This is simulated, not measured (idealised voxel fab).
The following is a process module called voxel transistor to metal.
Pictured: cross-section cut, 205 nm wide, on a grid of 5 nm square cells.
This document writes a cross-section as a grid whose cells are square, and gives it as bands, listed from the top down; one or more rows of cells form a band.
The entry gives the band's vertical extent as a top height and a bottom height in nm, then its horizontal make-up as materials from left to right, each with a width in nm. "blank" stands for empty space; a single material marked "edge to edge" fills the band edge to edge.
Heads up on the height convention: 0 is the point under which the incoming wafer is all one material, and the lowest band has no bottom, it just keeps going down, like "0 down".
When a width is written as two numbers, as in "30 to 40", the first number is the width in the top row of cells of the band and the second is the width in its bottom row, and the width changes by the same amount from each row to the next.
"remains unaltered" (step): cross-section cells unchanged, all of them.
"Enclosed cavities" - sealed voids, min. 8 cells, no opening to top; format: width x height at distance (distance from left edge; nm throughout).
The remark found on a step's line after its settings is issued by the simulator itself and pertains to that step.
"overlay nm" on a masked step: distance the mask lay right of its planned place, negative for left.
Structure of the following material. The material consists of pairs of cross-sections. Each pair comprises the cross-section before one process step and the cross-section after that step, the latter shown only down to the lowest band that changed. The step between the cross-sections is specified beneath each pair, including its settings. Pairs are not necessarily consecutive: they may derive from different runs of this module performed on the same starting wafer. Continuity with the pair above is to be assumed only where the entry headed "Pre-process state" of the pair in question states it.

Pre-process state
  50 to 40  60 nm SiO2 / 25 nm blank / 35 nm SiO2 / 25 nm blank / 60 nm SiO2
  40 to 25  60 nm SiO2 / 20 nm blank / 10 nm SiN / 25 nm SiCN / 10 nm SiN / 20 nm blank / 60 nm SiO2
  25 to 5  60 nm SiO2 / 20 nm blank / 10 nm SiN / 25 nm polySi / 10 nm SiN / 20 nm blank / 60 nm SiO2
  5 to 0  50 nm SiO2 / 10 nm SiN / 20 nm blank / 10 nm SiN / 25 nm polySi / 10 nm SiN / 20 nm blank / 10 nm SiN / 50 nm SiO2
  0 to -5  50 nm SiO2 / 5 nm SiN / 5 nm SiO2 / 20 nm SiGe / 45 nm SiO2 / 20 nm SiGe / 5 nm SiO2 / 5 nm SiN / 50 nm SiO2
  -5 to -10  60 nm SiO2 / 85 nm Si / 60 nm SiO2
  -10 to -25  55 nm SiO2 / 95 nm Si / 55 nm SiO2
  -25 down  Si edge to edge
  Enclosed cavities: none

After
  55 to 50  65 nm TiN / 15 nm blank / 45 nm TiN / 15 nm blank / 65 nm TiN
  50 to 40  60 nm SiO2 / 5 nm TiN / 15 to 10 nm blank / 5 to 10 nm TiN / 35 nm SiO2 / 5 to 10 nm TiN / 15 to 10 nm blank / 5 nm TiN / 60 nm SiO2
  40 to 25  60 nm SiO2 / 5 nm TiN / 10 nm blank / 5 nm TiN / 10 nm SiN / 25 nm SiCN / 10 nm SiN / 5 nm TiN / 10 nm blank / 5 nm TiN / 60 nm SiO2
  25 to 5  60 nm SiO2 / 5 nm TiN / 10 nm blank / 5 nm TiN / 10 nm SiN / 25 nm polySi / 10 nm SiN / 5 nm TiN / 10 nm blank / 5 nm TiN / 60 nm SiO2
  5 to 0  50 nm SiO2 / 10 nm SiN / 20 nm TiN / 10 nm SiN / 25 nm polySi / 10 nm SiN / 20 nm TiN / 10 nm SiN / 50 nm SiO2
  Unchanged below 0.
  Enclosed cavities: none
What was done to get from the before section above to the after section? CONFORMAL_DEP | material TiN | thk nm 5

Pre-process state: Please consult the pair immediately above; the cross-section it shows after its step is the state before this step.

After
  65 to 55  Ru edge to edge
  55 to 50  65 nm TiN / 15 nm Ru / 45 nm TiN / 15 nm Ru / 65 nm TiN
  50 to 40  60 nm SiO2 / 5 nm TiN / 15 to 10 nm Ru / 5 to 10 nm TiN / 35 nm SiO2 / 5 to 10 nm TiN / 15 to 10 nm Ru / 5 nm TiN / 60 nm SiO2
  40 to 25  60 nm SiO2 / 5 nm TiN / 10 nm Ru / 5 nm TiN / 10 nm SiN / 25 nm SiCN / 10 nm SiN / 5 nm TiN / 10 nm Ru / 5 nm TiN / 60 nm SiO2
  25 to 5  60 nm SiO2 / 5 nm TiN / 10 nm Ru / 5 nm TiN / 10 nm SiN / 25 nm polySi / 10 nm SiN / 5 nm TiN / 10 nm Ru / 5 nm TiN / 60 nm SiO2
  Unchanged below 5.
  Enclosed cavities: none
What was done to get from the before section above to the after section? FILL_DEP | material Ru | thk nm 10

Pre-process state: Please consult the pair immediately above; the cross-section it shows after its step is the state before this step.

After
  50 to 40  60 nm SiO2 / 5 nm TiN / 15 to 10 nm Ru / 5 to 10 nm TiN / 35 nm SiO2 / 5 to 10 nm TiN / 15 to 10 nm Ru / 5 nm TiN / 60 nm SiO2
  Unchanged below 40.
  Enclosed cavities: none
What was done to get from the before section above to the after section? CMP | height nm 50

Pre-process state: Please consult the pair immediately above; the cross-section it shows after its step is the state before this step.

After
  55 to 50  SiN edge to edge
  Unchanged below 50.
  Enclosed cavities: none
What was done to get from the before section above to the after section? CONFORMAL_DEP | material SiN | thk nm 5

Pre-process state: Please consult the pair immediately above; the cross-section it shows after its step is the state before this step.

After
  70 to 55  SiO2 edge to edge
  Unchanged below 55.
  Enclosed cavities: none
What was done to get from the before section above to the after section? DIRECTIONAL_DEP | material SiO2 | thk nm 15

Pre-process state: Please consult the pair immediately above; the cross-section it shows after its step is the state before this step.

After
  70 to 55  60 nm SiO2 / 15 nm blank / 55 nm SiO2 / 15 nm blank / 60 nm SiO2
  Unchanged below 55.
  Enclosed cavities: none
What was done to get from the before section above to the after section? MASKED_ETCH | tone open | mask id METAL_1 | width nm 15 | pitch nm 70 | etch materials SiO2 | depth nm 15 | overlay nm 0

Pre-process state: Please consult the pair immediately above; the cross-section it shows after its step is the state before this step.

After
  70 to 55  60 nm SiO2 / 15 nm blank / 55 nm SiO2 / 15 nm blank / 60 nm SiO2
  55 to 50  60 nm SiN / 15 nm blank / 55 nm SiN / 15 nm blank / 60 nm SiN
  Unchanged below 50.
  Enclosed cavities: none
What was done to get from the before section above to the after section? MASKED_ETCH | tone open | mask id METAL_1 | width nm 15 | pitch nm 70 | etch materials SiN | depth nm 5 | overlay nm 0

Pre-process state: Please consult the pair immediately above; the cross-section it shows after its step is the state before this step.

After
  75 to 70  65 nm TiN / 5 nm blank / 65 nm TiN / 5 nm blank / 65 nm TiN
  70 to 55  60 nm SiO2 / 5 nm TiN / 5 nm blank / 5 nm TiN / 55 nm SiO2 / 5 nm TiN / 5 nm blank / 5 nm TiN / 60 nm SiO2
  55 to 50  60 nm SiN / 15 nm TiN / 55 nm SiN / 15 nm TiN / 60 nm SiN
  Unchanged below 50.
  Enclosed cavities: none
What was done to get from the before section above to the after section? CONFORMAL_DEP | material TiN | thk nm 5

Pre-process state: Please consult the pair immediately above; the cross-section it shows after its step is the state before this step.

After
  80 to 75  W edge to edge
  75 to 70  65 nm TiN / 5 nm W / 65 nm TiN / 5 nm W / 65 nm TiN
  70 to 55  60 nm SiO2 / 5 nm TiN / 5 nm W / 5 nm TiN / 55 nm SiO2 / 5 nm TiN / 5 nm W / 5 nm TiN / 60 nm SiO2
  Unchanged below 55.
  Enclosed cavities: none
What was done to get from the before section above to the after section? FILL_DEP | material W | thk nm 5

Pre-process state: Please consult the pair immediately above; the cross-section it shows after its step is the state before this step.

After
  70 to 55  60 nm SiO2 / 5 nm TiN / 5 nm W / 5 nm TiN / 55 nm SiO2 / 5 nm TiN / 5 nm W / 5 nm TiN / 60 nm SiO2
  Unchanged below 55.
  Enclosed cavities: none
What was done to get from the before section above to the after section? CMP | height nm 70

Pre-process state: Please consult the pair immediately above; the cross-section it shows after its step is the state before this step.

After
  75 to 70  SiCN edge to edge
  Unchanged below 70.
  Enclosed cavities: none
What was done to get from the before section above to the after section? CONFORMAL_DEP | material SiCN | thk nm 5

Pre-process state
  45 to 40  50 nm SiCN / 105 nm blank / 50 nm SiCN
  40 to 30  SiCN edge to edge
  30 to 25  50 nm polySi / 105 nm SiCN / 50 nm polySi
  25 to 5  polySi edge to edge
  5 to 0  50 nm SiO2 / 105 nm polySi / 50 nm SiO2
  0 to -5  SiO2 edge to edge
  -5 to -25  55 nm SiO2 / 95 nm Si / 55 nm SiO2
  -25 down  Si edge to edge
  Enclosed cavities: none

After
  60 to 55  50 nm SiCN / 105 nm blank / 50 nm SiCN
  55 to 30  SiCN edge to edge
  Unchanged below 30.
  Enclosed cavities: none
What was done to get from the before section above to the after section? DIRECTIONAL_DEP | material SiCN | thk nm 15

Pre-process state: Please consult the pair immediately above; the cross-section it shows after its step is the state before this step.

After
  75 to 60  90 nm blank / 25 nm resist / 90 nm blank
  60 to 55  50 nm SiCN / 40 nm blank / 25 nm resist / 40 nm blank / 50 nm SiCN
  Unchanged below 55.
  Enclosed cavities: none
What was done to get from the before section above to the after section? PATTERN | tone cover | mask id GATE | material resist | width nm 25 | thk nm 15 | overlay nm 0

Pre-process state: Please consult the pair immediately above; the cross-section it shows after its step is the state before this step.

After
  75 to 55  90 nm blank / 25 nm resist / 90 nm blank
  55 to 35  90 nm blank / 25 nm SiCN / 90 nm blank
  35 to 30  50 nm SiCN / 40 nm blank / 25 nm SiCN / 40 nm blank / 50 nm SiCN
  Unchanged below 30.
  Enclosed cavities: none
What was done to get from the before section above to the after section? DIRECTIONAL_ETCH | etch materials SiCN | depth nm 25

Pre-process state: Please consult the pair immediately above; the cross-section it shows after its step is the state before this step.

After
  55 to 35  90 nm blank / 25 nm SiCN / 90 nm blank
  Unchanged below 35.
  Enclosed cavities: none
What was done to get from the before section above to the after section? STRIP | etch materials resist

Pre-process state: Please consult the pair immediately above; the cross-section it shows after its step is the state before this step.

After
  65 to 55  80 nm blank / 45 nm SiN / 80 nm blank
  55 to 45  80 nm blank / 10 nm SiN / 25 nm SiCN / 10 nm SiN / 80 nm blank
  45 to 40  60 nm SiN / 20 nm blank / 10 nm SiN / 25 nm SiCN / 10 nm SiN / 20 nm blank / 60 nm SiN
  40 to 35  90 nm SiN / 25 nm SiCN / 90 nm SiN
  35 to 30  50 nm SiCN / 40 nm SiN / 25 nm SiCN / 40 nm SiN / 50 nm SiCN
  Unchanged below 30.
  Enclosed cavities: none
What was done to get from the before section above to the after section? CONFORMAL_DEP | material SiN | thk nm 10

Pre-process state: Please consult the pair immediately above; the cross-section it shows after its step is the state before this step.

After
  55 to 35  80 nm blank / 10 nm SiN / 25 nm SiCN / 10 nm SiN / 80 nm blank
  35 to 30  50 nm SiCN / 10 nm SiN / 20 nm blank / 10 nm SiN / 25 nm SiCN / 10 nm SiN / 20 nm blank / 10 nm SiN / 50 nm SiCN
  Unchanged below 30.
  Enclosed cavities: none
What was done to get from the before section above to the after section? DIRECTIONAL_ETCH | etch materials SiN | depth nm 10

Pre-process state: Please consult the pair immediately above; the cross-section it shows after its step is the state before this step.

After
  65 to 55  SiO2 edge to edge
  55 to 35  80 nm SiO2 / 10 nm SiN / 25 nm SiCN / 10 nm SiN / 80 nm SiO2
  35 to 30  50 nm SiCN / 10 nm SiN / 20 nm SiO2 / 10 nm SiN / 25 nm SiCN / 10 nm SiN / 20 nm SiO2 / 10 nm SiN / 50 nm SiCN
  Unchanged below 30.
  Enclosed cavities: none
What was done to get from the before section above to the after section? FILL_DEP | material SiO2 | thk nm 10

Pre-process state: Please consult the pair immediately above; the cross-section it shows after its step is the state before this step.

After
  40 to 35  80 nm SiO2 / 10 nm SiN / 25 nm SiCN / 10 nm SiN / 80 nm SiO2
  Unchanged below 35.
  Enclosed cavities: none
What was done to get from the before section above to the after section? CMP | height nm 40

Pre-process state: Please consult the pair immediately above; the cross-section it shows after its step is the state before this step.

After
  50 to 40  SiO2 edge to edge
  Unchanged below 40.
  Enclosed cavities: none
What was done to get from the before section above to the after section? DIRECTIONAL_DEP | material SiO2 | thk nm 10

Pre-process state: Please consult the pair immediately above; the cross-section it shows after its step is the state before this step.

After
  65 to 50  60 nm resist / 25 nm blank / 35 nm resist / 25 nm blank / 60 nm resist
  Unchanged below 50.
  Enclosed cavities: none
What was done to get from the before section above to the after section? PATTERN | tone open | mask id CONTACT | material resist | width nm 25 | pitch nm 60 | thk nm 15 | overlay nm 0

Pre-process state: Please consult the pair immediately above; the cross-section it shows after its step is the state before this step.

After
  65 to 50  60 nm resist / 25 nm blank / 35 nm resist / 25 nm blank / 60 nm resist
  50 to 40  60 nm SiO2 / 25 nm blank / 35 nm SiO2 / 25 nm blank / 60 nm SiO2
  40 to 35  60 nm SiO2 / 20 nm blank / 10 nm SiN / 25 nm SiCN / 10 nm SiN / 20 nm blank / 60 nm SiO2
  35 to 30  50 nm SiCN / 10 nm SiN / 20 nm blank / 10 nm SiN / 25 nm SiCN / 10 nm SiN / 20 nm blank / 10 nm SiN / 50 nm SiCN
  Unchanged below 30.
  Enclosed cavities: none
What was done to get from the before section above to the after section? DIRECTIONAL_ETCH | etch materials SiO2 | depth nm 50

Pre-process state: Please consult the pair immediately above; the cross-section it shows after its step is the state before this step.

After
  50 to 40  60 nm SiO2 / 25 nm blank / 35 nm SiO2 / 25 nm blank / 60 nm SiO2
  Unchanged below 40.
  Enclosed cavities: none
What was done to get from the before section above to the after section? STRIP | etch materials resist

Pre-process state: Please consult the pair immediately above; the cross-section it shows after its step is the state before this step.

After
  55 to 50  65 nm TiN / 15 nm blank / 45 nm TiN / 15 nm blank / 65 nm TiN
  50 to 40  60 nm SiO2 / 5 nm TiN / 15 to 10 nm blank / 5 to 10 nm TiN / 35 nm SiO2 / 5 to 10 nm TiN / 15 to 10 nm blank / 5 nm TiN / 60 nm SiO2
  40 to 35  60 nm SiO2 / 5 nm TiN / 10 nm blank / 5 nm TiN / 10 nm SiN / 25 nm SiCN / 10 nm SiN / 5 nm TiN / 10 nm blank / 5 nm TiN / 60 nm SiO2
  35 to 30  50 nm SiCN / 10 nm SiN / 20 nm TiN / 10 nm SiN / 25 nm SiCN / 10 nm SiN / 20 nm TiN / 10 nm SiN / 50 nm SiCN
  Unchanged below 30.
  Enclosed cavities: none
What was done to get from the before section above to the after section? CONFORMAL_DEP | material TiN | thk nm 5

Pre-process state: Please consult the pair immediately above; the cross-section it shows after its step is the state before this step.

After
  65 to 55  Ru edge to edge
  55 to 50  65 nm TiN / 15 nm Ru / 45 nm TiN / 15 nm Ru / 65 nm TiN
  50 to 40  60 nm SiO2 / 5 nm TiN / 15 to 10 nm Ru / 5 to 10 nm TiN / 35 nm SiO2 / 5 to 10 nm TiN / 15 to 10 nm Ru / 5 nm TiN / 60 nm SiO2
  40 to 35  60 nm SiO2 / 5 nm TiN / 10 nm Ru / 5 nm TiN / 10 nm SiN / 25 nm SiCN / 10 nm SiN / 5 nm TiN / 10 nm Ru / 5 nm TiN / 60 nm SiO2
  Unchanged below 35.
  Enclosed cavities: none
What was done to get from the before section above to the after section? FILL_DEP | material Ru | thk nm 10

Pre-process state: Please consult the pair immediately above; the cross-section it shows after its step is the state before this step.

After
  50 to 40  60 nm SiO2 / 5 nm TiN / 15 to 10 nm Ru / 5 to 10 nm TiN / 35 nm SiO2 / 5 to 10 nm TiN / 15 to 10 nm Ru / 5 nm TiN / 60 nm SiO2
  Unchanged below 40.
  Enclosed cavities: none
What was done to get from the before section above to the after section? CMP | height nm 50

Pre-process state: Please consult the pair immediately above; the cross-section it shows after its step is the state before this step.

After
  55 to 50  SiN edge to edge
  Unchanged below 50.
  Enclosed cavities: none
What was done to get from the before section above to the after section? CONFORMAL_DEP | material SiN | thk nm 5

Pre-process state: Please consult the pair immediately above; the cross-section it shows after its step is the state before this step.

After
  70 to 55  SiO2 edge to edge
  Unchanged below 55.
  Enclosed cavities: none
What was done to get from the before section above to the after section? DIRECTIONAL_DEP | material SiO2 | thk nm 15

Pre-process state: Please consult the pair immediately above; the cross-section it shows after its step is the state before this step.

After
  70 to 55  60 nm SiO2 / 15 nm blank / 55 nm SiO2 / 15 nm blank / 60 nm SiO2
  Unchanged below 55.
  Enclosed cavities: none
What was done to get from the before section above to the after section? MASKED_ETCH | tone open | mask id METAL_1 | width nm 15 | pitch nm 70 | etch materials SiO2 | depth nm 15 | overlay nm 0

Pre-process state: Please consult the pair immediately above; the cross-section it shows after its step is the state before this step.

After
  70 to 55  60 nm SiO2 / 15 nm blank / 55 nm SiO2 / 15 nm blank / 60 nm SiO2
  55 to 50  60 nm SiN / 15 nm blank / 55 nm SiN / 15 nm blank / 60 nm SiN
  Unchanged below 50.
  Enclosed cavities: none
What was done to get from the before section above to the after section? MASKED_ETCH | tone open | mask id METAL_1 | width nm 15 | pitch nm 70 | etch materials SiN | depth nm 5 | overlay nm 0

Pre-process state: Please consult the pair immediately above; the cross-section it shows after its step is the state before this step.

After
  75 to 70  65 nm TiN / 5 nm blank / 65 nm TiN / 5 nm blank / 65 nm TiN
  70 to 55  60 nm SiO2 / 5 nm TiN / 5 nm blank / 5 nm TiN / 55 nm SiO2 / 5 nm TiN / 5 nm blank / 5 nm TiN / 60 nm SiO2
  55 to 50  60 nm SiN / 15 nm TiN / 55 nm SiN / 15 nm TiN / 60 nm SiN
  Unchanged below 50.
  Enclosed cavities: none
What was done to get from the before section above to the after section? CONFORMAL_DEP | material TiN | thk nm 5

Pre-process state: Please consult the pair immediately above; the cross-section it shows after its step is the state before this step.

After
  80 to 75  W edge to edge
  75 to 70  65 nm TiN / 5 nm W / 65 nm TiN / 5 nm W / 65 nm TiN
  70 to 55  60 nm SiO2 / 5 nm TiN / 5 nm W / 5 nm TiN / 55 nm SiO2 / 5 nm TiN / 5 nm W / 5 nm TiN / 60 nm SiO2
  Unchanged below 55.
  Enclosed cavities: none
What was done to get from the before section above to the after section? FILL_DEP | material W | thk nm 5

Pre-process state: Please consult the pair immediately above; the cross-section it shows after its step is the state before this step.

After
  70 to 55  60 nm SiO2 / 5 nm TiN / 5 nm W / 5 nm TiN / 55 nm SiO2 / 5 nm TiN / 5 nm W / 5 nm TiN / 60 nm SiO2
  Unchanged below 55.
  Enclosed cavities: none
What was done to get from the before section above to the after section? CMP | height nm 70

Pre-process state: Please consult the pair immediately above; the cross-section it shows after its step is the state before this step.

After
  75 to 70  SiCN edge to edge
  Unchanged below 70.
  Enclosed cavities: none
What was done to get from the before section above to the after section? CONFORMAL_DEP | material SiCN | thk nm 5

Pre-process state
  50 to 40  60 nm SiO2 / 5 nm TiN / 15 to 10 nm Ru / 5 to 10 nm TiN / 35 nm SiO2 / 5 to 10 nm TiN / 15 to 10 nm Ru / 5 nm TiN / 60 nm SiO2
  40 to 25  60 nm SiO2 / 5 nm TiN / 10 nm Ru / 5 nm TiN / 10 nm SiN / 25 nm SiCN / 10 nm SiN / 5 nm TiN / 10 nm Ru / 5 nm TiN / 60 nm SiO2
  25 to 5  60 nm SiO2 / 5 nm TiN / 10 nm Ru / 5 nm TiN / 10 nm SiN / 25 nm polySi / 10 nm SiN / 5 nm TiN / 10 nm Ru / 5 nm TiN / 60 nm SiO2
  5 to 0  50 nm SiO2 / 10 nm SiN / 20 nm TiN / 10 nm SiN / 25 nm polySi / 10 nm SiN / 20 nm TiN / 10 nm SiN / 50 nm SiO2
  0 to -5  60 nm SiO2 / 20 nm SiGe / 45 nm SiO2 / 20 nm SiGe / 60 nm SiO2
  -5 to -25  55 nm SiO2 / 95 nm Si / 55 nm SiO2
  -25 down  Si edge to edge
  Enclosed cavities: none

After
  65 to 50  SiO2 edge to edge
  Unchanged below 50.
  Enclosed cavities: none
What was done to get from the before section above to the after section? DIRECTIONAL_DEP | material SiO2 | thk nm 15

Pre-process state: Please consult the pair immediately above; the cross-section it shows after its step is the state before this step.

After
  70 to 65  SiN edge to edge
  Unchanged below 65.
  Enclosed cavities: none
What was done to get from the before section above to the after section? CONFORMAL_DEP | material SiN | thk nm 5

Pre-process state: Please consult the pair immediately above; the cross-section it shows after its step is the state before this step.

After
  70 to 65  60 nm SiN / 15 nm blank / 55 nm SiN / 15 nm blank / 60 nm SiN
  Unchanged below 65.
  Enclosed cavities: none
What was done to get from the before section above to the after section? MASKED_ETCH | tone open | mask id METAL_1 | width nm 15 | pitch nm 70 | etch materials SiN | depth nm 5 | overlay nm 0

Pre-process state: Please consult the pair immediately above; the cross-section it shows after its step is the state before this step.

After
  75 to 70  65 nm TiN / 5 nm blank / 65 nm TiN / 5 nm blank / 65 nm TiN
  70 to 65  60 nm SiN / 15 nm TiN / 55 nm SiN / 15 nm TiN / 60 nm SiN
  Unchanged below 65.
  Enclosed cavities: none
What was done to get from the before section above to the after section? CONFORMAL_DEP | material TiN | thk nm 5

Pre-process state: Please consult the pair immediately above; the cross-section it shows after its step is the state before this step.

After
  80 to 75  W edge to edge
  75 to 70  65 nm TiN / 5 nm W / 65 nm TiN / 5 nm W / 65 nm TiN
  Unchanged below 70.
  Enclosed cavities: none
What was done to get from the before section above to the after section? FILL_DEP | material W | thk nm 5

Pre-process state: Please consult the pair immediately above; the cross-section it shows after its step is the state before this step.

After
  70 to 65  60 nm SiN / 15 nm TiN / 55 nm SiN / 15 nm TiN / 60 nm SiN
  Unchanged below 65.
  Enclosed cavities: none
What was done to get from the before section above to the after section? CMP | height nm 70

Pre-process state: Please consult the pair immediately above; the cross-section it shows after its step is the state before this step.

After
  75 to 70  SiCN edge to edge
  Unchanged below 70.
  Enclosed cavities: none
What was done to get from the before section above to the after section? CONFORMAL_DEP | material SiCN | thk nm 5

Pre-process state
  70 to 55  60 nm SiO2 / 5 nm TiN / 5 nm W / 5 nm TiN / 55 nm SiO2 / 5 nm TiN / 5 nm W / 5 nm TiN / 60 nm SiO2
  55 to 50  60 nm SiN / 15 nm TiN / 55 nm SiN / 15 nm TiN / 60 nm SiN
  50 to 40  60 nm SiO2 / 5 nm TiN / 15 to 10 nm Ru / 5 to 10 nm TiN / 35 nm SiO2 / 5 to 10 nm TiN / 15 to 10 nm Ru / 5 nm TiN / 60 nm SiO2
  40 to 25  60 nm SiO2 / 5 nm TiN / 10 nm Ru / 5 nm TiN / 10 nm SiN / 25 nm SiCN / 10 nm SiN / 5 nm TiN / 10 nm Ru / 5 nm TiN / 60 nm SiO2
  25 to 5  60 nm SiO2 / 5 nm TiN / 10 nm Ru / 5 nm TiN / 10 nm SiN / 25 nm polySi / 10 nm SiN / 5 nm TiN / 10 nm Ru / 5 nm TiN / 60 nm SiO2
  5 to 0  50 nm SiO2 / 10 nm SiN / 20 nm TiN / 10 nm SiN / 25 nm polySi / 10 nm SiN / 20 nm TiN / 10 nm SiN / 50 nm SiO2
  0 to -5  60 nm SiO2 / 20 nm SiGe / 45 nm SiO2 / 20 nm SiGe / 60 nm SiO2
  -5 to -25  55 nm SiO2 / 95 nm Si / 55 nm SiO2
  -25 down  Si edge to edge
  Enclosed cavities: none

After
  85 to 70  SiCN edge to edge
  Unchanged below 70.
  Enclosed cavities: none
What was done to get from the before section above to the after section? CONFORMAL_DEP | material SiCN | thk nm 15

Pre-process state
  45 to 40  50 nm SiCN / 105 nm blank / 50 nm SiCN
  40 to 30  SiCN edge to edge
  30 to 25  50 nm polySi / 105 nm SiCN / 50 nm polySi
  25 to 5  polySi edge to edge
  5 to 0  50 nm SiO2 / 105 nm polySi / 50 nm SiO2
  0 to -5  SiO2 edge to edge
  -5 to -25  55 nm SiO2 / 95 nm Si / 55 nm SiO2
  -25 down  Si edge to edge
  Enclosed cavities: none

After
  60 to 45  95 nm blank / 20 nm resist / 90 nm blank
  45 to 40  50 nm SiCN / 45 nm blank / 20 nm resist / 40 nm blank / 50 nm SiCN
  Unchanged below 40.
  Enclosed cavities: none
What was done to get from the before section above to the after section? PATTERN | tone cover | mask id GATE | material resist | width nm 20 | thk nm 15 | overlay nm 0

Pre-process state: Please consult the pair immediately above; the cross-section it shows after its step is the state before this step.

After
  60 to 40  95 nm blank / 20 nm resist / 90 nm blank
  40 to 30  95 nm blank / 20 nm SiCN / 90 nm blank
  30 to 25  50 nm polySi / 45 nm blank / 20 nm SiCN / 40 nm blank / 50 nm polySi
  Unchanged below 25.
  Enclosed cavities: none
What was done to get from the before section above to the after section? DIRECTIONAL_ETCH | etch materials SiCN | depth nm 25

Pre-process state: Please consult the pair immediately above; the cross-section it shows after its step is the state before this step.

After
  60 to 40  95 nm blank / 20 nm resist / 90 nm blank
  40 to 25  95 nm blank / 20 nm SiCN / 90 nm blank
  25 to 5  95 nm blank / 20 nm polySi / 90 nm blank
  5 to 0  50 nm SiO2 / 45 nm blank / 20 nm polySi / 40 nm blank / 50 nm SiO2
  Unchanged below 0.
  Enclosed cavities: none
What was done to get from the before section above to the after section? DIRECTIONAL_ETCH | etch materials polySi | depth nm 35

Pre-process state: Please consult the pair immediately above; the cross-section it shows after its step is the state before this step.

After
  40 to 25  95 nm blank / 20 nm SiCN / 90 nm blank
  Unchanged below 25.
  Enclosed cavities: none
What was done to get from the before section above to the after section? STRIP | etch materials resist

Pre-process state: Please consult the pair immediately above; the cross-section it shows after its step is the state before this step.

After
  50 to 40  85 nm blank / 40 nm SiN / 80 nm blank
  40 to 25  85 nm blank / 10 nm SiN / 20 nm SiCN / 10 nm SiN / 80 nm blank
  25 to 15  85 nm blank / 10 nm SiN / 20 nm polySi / 10 nm SiN / 80 nm blank
  15 to 10  60 nm SiN / 25 nm blank / 10 nm SiN / 20 nm polySi / 10 nm SiN / 20 nm blank / 60 nm SiN
  10 to 5  95 nm SiN / 20 nm polySi / 90 nm SiN
  5 to 0  50 nm SiO2 / 45 nm SiN / 20 nm polySi / 40 nm SiN / 50 nm SiO2
  Unchanged below 0.
  Enclosed cavities: none
What was done to get from the before section above to the after section? CONFORMAL_DEP | material SiN | thk nm 10

Pre-process state: Please consult the pair immediately above; the cross-section it shows after its step is the state before this step.

After
  40 to 25  85 nm blank / 10 nm SiN / 20 nm SiCN / 10 nm SiN / 80 nm blank
  25 to 5  85 nm blank / 10 nm SiN / 20 nm polySi / 10 nm SiN / 80 nm blank
  5 to 0  50 nm SiO2 / 10 nm SiN / 25 nm blank / 10 nm SiN / 20 nm polySi / 10 nm SiN / 20 nm blank / 10 nm SiN / 50 nm SiO2
  Unchanged below 0.
  Enclosed cavities: none
What was done to get from the before section above to the after section? DIRECTIONAL_ETCH | etch materials SiN | depth nm 10

Pre-process state: Please consult the pair immediately above; the cross-section it shows after its step is the state before this step.

After
  40 to 25  85 nm blank / 10 nm SiN / 20 nm SiCN / 10 nm SiN / 80 nm blank
  25 to 5  85 nm blank / 10 nm SiN / 20 nm polySi / 10 nm SiN / 80 nm blank
  5 to 0  50 nm blank / 10 nm SiN / 25 nm blank / 10 nm SiN / 20 nm polySi / 10 nm SiN / 20 nm blank / 10 nm SiN / 50 nm blank
  0 to -5  60 nm SiO2 / 25 nm blank / 40 nm SiO2 / 20 nm blank / 60 nm SiO2
  Unchanged below -5.
  Enclosed cavities: none
What was done to get from the before section above to the after section? DIRECTIONAL_ETCH | etch materials SiO2 | depth nm 5

Pre-process state: Please consult the pair immediately above; the cross-section it shows after its step is the state before this step.

After
  40 to 25  85 nm blank / 10 nm SiN / 20 nm SiCN / 10 nm SiN / 80 nm blank
  25 to 5  85 nm blank / 10 nm SiN / 20 nm polySi / 10 nm SiN / 80 nm blank
  5 to 0  50 nm blank / 10 nm SiN / 25 nm blank / 10 nm SiN / 20 nm polySi / 10 nm SiN / 20 nm blank / 10 nm SiN / 50 nm blank
  0 to -5  60 nm SiO2 / 25 nm SiGe / 40 nm SiO2 / 20 nm SiGe / 60 nm SiO2
  Unchanged below -5.
  Enclosed cavities: none
What was done to get from the before section above to the after section? EPI | material SiGe | thk nm 5

Pre-process state: Please consult the pair immediately above; the cross-section it shows after its step is the state before this step.

After
  50 to 40  SiO2 edge to edge
  40 to 25  85 nm SiO2 / 10 nm SiN / 20 nm SiCN / 10 nm SiN / 80 nm SiO2
  25 to 5  85 nm SiO2 / 10 nm SiN / 20 nm polySi / 10 nm SiN / 80 nm SiO2
  5 to 0  50 nm SiO2 / 10 nm SiN / 25 nm SiO2 / 10 nm SiN / 20 nm polySi / 10 nm SiN / 20 nm SiO2 / 10 nm SiN / 50 nm SiO2
  Unchanged below 0.
  Enclosed cavities: none
What was done to get from the before section above to the after section? FILL_DEP | material SiO2 | thk nm 10

Pre-process state: Please consult the pair immediately above; the cross-section it shows after its step is the state before this step.

After
  40 to 25  85 nm SiO2 / 10 nm SiN / 20 nm SiCN / 10 nm SiN / 80 nm SiO2
  Unchanged below 25.
  Enclosed cavities: none
What was done to get from the before section above to the after section? CMP | height nm 40

Pre-process state: Please consult the pair immediately above; the cross-section it shows after its step is the state before this step.

After
  50 to 40  SiO2 edge to edge
  Unchanged below 40.
  Enclosed cavities: none
What was done to get from the before section above to the after section? DIRECTIONAL_DEP | material SiO2 | thk nm 10

Pre-process state: Please consult the pair immediately above; the cross-section it shows after its step is the state before this step.

After
  65 to 50  60 nm resist / 25 nm blank / 35 nm resist / 25 nm blank / 60 nm resist
  Unchanged below 50.
  Enclosed cavities: none
What was done to get from the before section above to the after section? PATTERN | tone open | mask id CONTACT | material resist | width nm 25 | pitch nm 60 | thk nm 15 | overlay nm 0

Pre-process state: Please consult the pair immediately above; the cross-section it shows after its step is the state before this step.

After
  65 to 50  60 nm resist / 25 nm blank / 35 nm resist / 25 nm blank / 60 nm resist
  50 to 40  60 nm SiO2 / 25 nm blank / 35 nm SiO2 / 25 nm blank / 60 nm SiO2
  40 to 25  60 nm SiO2 / 25 nm blank / 10 nm SiN / 20 nm SiCN / 10 nm SiN / 20 nm blank / 60 nm SiO2
  25 to 5  60 nm SiO2 / 25 nm blank / 10 nm SiN / 20 nm polySi / 10 nm SiN / 20 nm blank / 60 nm SiO2
  5 to 0  50 nm SiO2 / 10 nm SiN / 25 nm blank / 10 nm SiN / 20 nm polySi / 10 nm SiN / 20 nm blank / 10 nm SiN / 50 nm SiO2
  Unchanged below 0.
  Enclosed cavities: none
What was done to get from the before section above to the after section? DIRECTIONAL_ETCH | etch materials SiO2 | depth nm 50

Pre-process state: Please consult the pair immediately above; the cross-section it shows after its step is the state before this step.

After
  50 to 40  60 nm SiO2 / 25 nm blank / 35 nm SiO2 / 25 nm blank / 60 nm SiO2
  Unchanged below 40.
  Enclosed cavities: none
What was done to get from the before section above to the after section? STRIP | etch materials resist
